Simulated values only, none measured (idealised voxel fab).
Presented below is a process module, voxel transistor to metal.
This is section cut - it's 180 nm across, gridded in 5 nm square cells.
In what follows, cross-sections appear as grids of square cells, described through bands that run from the top down, where every band is one or more rows of cells. It is stipulated that each band's entry specify, in nanometres, the height of the top of the band and then that of its bottom, followed by the materials of the band in left-to-right sequence, each together with its width in nanometres. A single material marked by the word "everywhere" is understood to fill the band from edge to edge; the word "blank" is understood to denote empty space. Convention: height 0 is the level below which the wafer, as received, is all one material. The lowest band does not terminate at the bottom but continues downward, represented as "top 0, no bottom". Think of "30->40" as a width that walks from the first number to the second as you go down the band, top row to bottom row, taking equal-sized steps from row to row. It should be understood that the words "nothing changed", when stated for a given step, signify that the cross-section underwent no change in any of its cells during that step. "Cavities, closed" enumerates empty spaces isolated from the top, with no open way to it, that contain at least 8 cells, giving each as width x height at distance from the left edge, all three in nm. The remark found on a step's line after its settings is issued by the simulator itself and pertains to that step. A step line may carry the setting "overlay nm", which, for steps involving a mask, states the distance by which the mask lay to the right of its intended position; negative values denote displacement to the left.
# This section lists the process steps that were planned
- 1: RECEIVE: material Si
- 2: CONFORMAL_DEP: material SiO2, thk nm 5
- 3: CONFORMAL_DEP: material SiN, thk nm 10
- 4: DIRECTIONAL_DEP: material aC, thk nm 10
- 5: PATTERN: tone cover, mask id ACTIVE, material resist, width nm 110, thk nm 30, overlay nm 0
- 6: DIRECTIONAL_ETCH: etch materials aC, depth nm 10
- 7: STRIP: etch materials resist
- 8: DIRECTIONAL_ETCH: etch materials SiN, depth nm 10
- 9: DIRECTIONAL_ETCH: etch materials SiO2, depth nm 5
- 10: DIRECTIONAL_ETCH: etch materials Si, depth nm 30
- 11: STRIP: etch materials aC
- 12: FILL_DEP: material SiO2, thk nm 10
- 13: CMP: height nm 15
- 14: SELECTIVE_ETCH: etch materials SiO2, depth nm 5
- 15: STRIP: etch materials SiN
- 16: SELECTIVE_ETCH: etch materials SiO2, depth nm 5
- 17: OXIDIZE: depth nm 5
- 18: DIRECTIONAL_DEP: material polySi, thk nm 25
- 19: DIRECTIONAL_DEP: material SiCN, thk nm 15
- 20: PATTERN: tone cover, mask id GATE, material resist, width nm 30, thk nm 20, overlay nm 0
- 21: DIRECTIONAL_ETCH: etch materials SiCN, depth nm 25
- 22: DIRECTIONAL_ETCH: etch materials polySi, depth nm 35
- 23: STRIP: etch materials resist
- 24: CONFORMAL_DEP: material SiN, thk nm 5
- 25: DIRECTIONAL_ETCH: etch materials SiN, depth nm 5
- 26: DIRECTIONAL_ETCH: etch materials SiO2, depth nm 5
- 27: DIRECTIONAL_ETCH: etch materials Si, depth nm 10
- 28: EPI: material SiGe, thk nm 10
- 29: FILL_DEP: material SiO2, thk nm 10
- 30: CMP: height nm 25
- 31: STRIP: etch materials polySi
- 32: SELECTIVE_ETCH: etch materials SiO2, depth nm 5
- 33: CONFORMAL_DEP: material HfO2, thk nm 5
- 34: CONFORMAL_DEP: material TiN, thk nm 5
- 35: FILL_DEP: material W, thk nm 10
- 36: CMP: height nm 20
- 37: DIRECTIONAL_DEP: material SiO2, thk nm 10
- 38: DIRECTIONAL_DEP: material aC, thk nm 10
- 39: PATTERN: tone open, mask id CONTACT, material resist, width nm 15, pitch nm 75, thk nm 25, overlay nm 0
- 40: DIRECTIONAL_ETCH: etch materials aC, depth nm 10
- 41: STRIP: etch materials resist
- 42: DIRECTIONAL_ETCH: etch materials SiO2, depth nm 35
- 43: STRIP: etch materials aC
- 44: CONFORMAL_DEP: material TiN, thk nm 5
- 45: FILL_DEP: material W, thk nm 5
- 46: CMP: height nm 30
- 47: DIRECTIONAL_DEP: material TiN, thk nm 5
- 48: DIRECTIONAL_DEP: material Ru, thk nm 20
- 49: DIRECTIONAL_DEP: material aC, thk nm 15
- 50: PATTERN: tone cover, mask id METAL_1, material resist, width nm 15, pitch nm 75, thk nm 35, overlay nm 0
- 51: DIRECTIONAL_ETCH: etch materials aC, depth nm 15
- 52: STRIP: etch materials resist
- 53: DIRECTIONAL_ETCH: etch materials Ru, depth nm 20
- 54: DIRECTIONAL_ETCH: etch materials TiN, depth nm 5
- 55: STRIP: etch materials aC
- 56: CONFORMAL_DEP: material SiN, thk nm 5
- 57: FILL_DEP: material lowk, thk nm 10
- 58: CMP: height nm 55
- 59: CONFORMAL_DEP: material SiCN, thk nm 5
# Incoming wafer, cross-sectional view, post step 1
* top 0, no bottom | Si everywhere
* Cavities, closed: none
# Module complete, cross-section. Starting point and plan per above. One mistake made in running the module
* top 60, bottom 55 | SiCN everywhere
* top 55, bottom 35 | 40 lowk, then 5 SiN, then 15 Ru, then 5 SiN, then 50 lowk, then 5 SiN, then 15 Ru, then 5 SiN, then 40 lowk
* top 35, bottom 30 | 45 SiN, then 15 TiN, then 60 SiN, then 15 TiN, then 45 SiN
* top 30, bottom 20 | 45 SiO2, then 5 TiN, then 5 W, then 5 TiN, then 60 SiO2, then 5 TiN, then 5 W, then 5 TiN, then 45 SiO2
* top 20, bottom 5 | 45 SiO2, then 5 TiN, then 5 W, then 5 TiN, then 10 SiO2, then 5 SiN, then 5 HfO2, then 5 TiN, then 10 W, then 5 TiN, then 5 HfO2, then 5 SiN, then 10 SiO2, then 5 TiN, then 5 W, then 5 TiN, then 45 SiO2
* top 5, bottom 0 | 40 SiO2, then 5 SiN, then 5 TiN, then 5 W, then 5 TiN, then 10 SiGe, then 5 SiN, then 5 HfO2, then 20 TiN, then 5 HfO2, then 5 SiN, then 10 SiGe, then 5 TiN, then 5 W, then 5 TiN, then 20 SiO2, then 5 SiN, then 20 SiO2
* top 0, bottom -5 | 45 SiO2, then 15 TiN, then 10 SiGe, then 40 HfO2, then 10 SiGe, then 15 TiN, then 45 SiO2
* top -5, bottom -15 | 45 SiO2, then 25 SiGe, then 40 Si, then 45 SiGe, then 25 SiO2
* top -15, bottom -30 | 45 SiO2, then 110 Si, then 25 SiO2
* top -30, no bottom | Si everywhere
* Cavities, closed: none
Short version of what went wrong: step 5 was processed under conditions differing from the plan, specifically as PATTERN: tone cover, mask id ACTIVE, material resist, width nm 110, thk nm 30, overlay nm 10
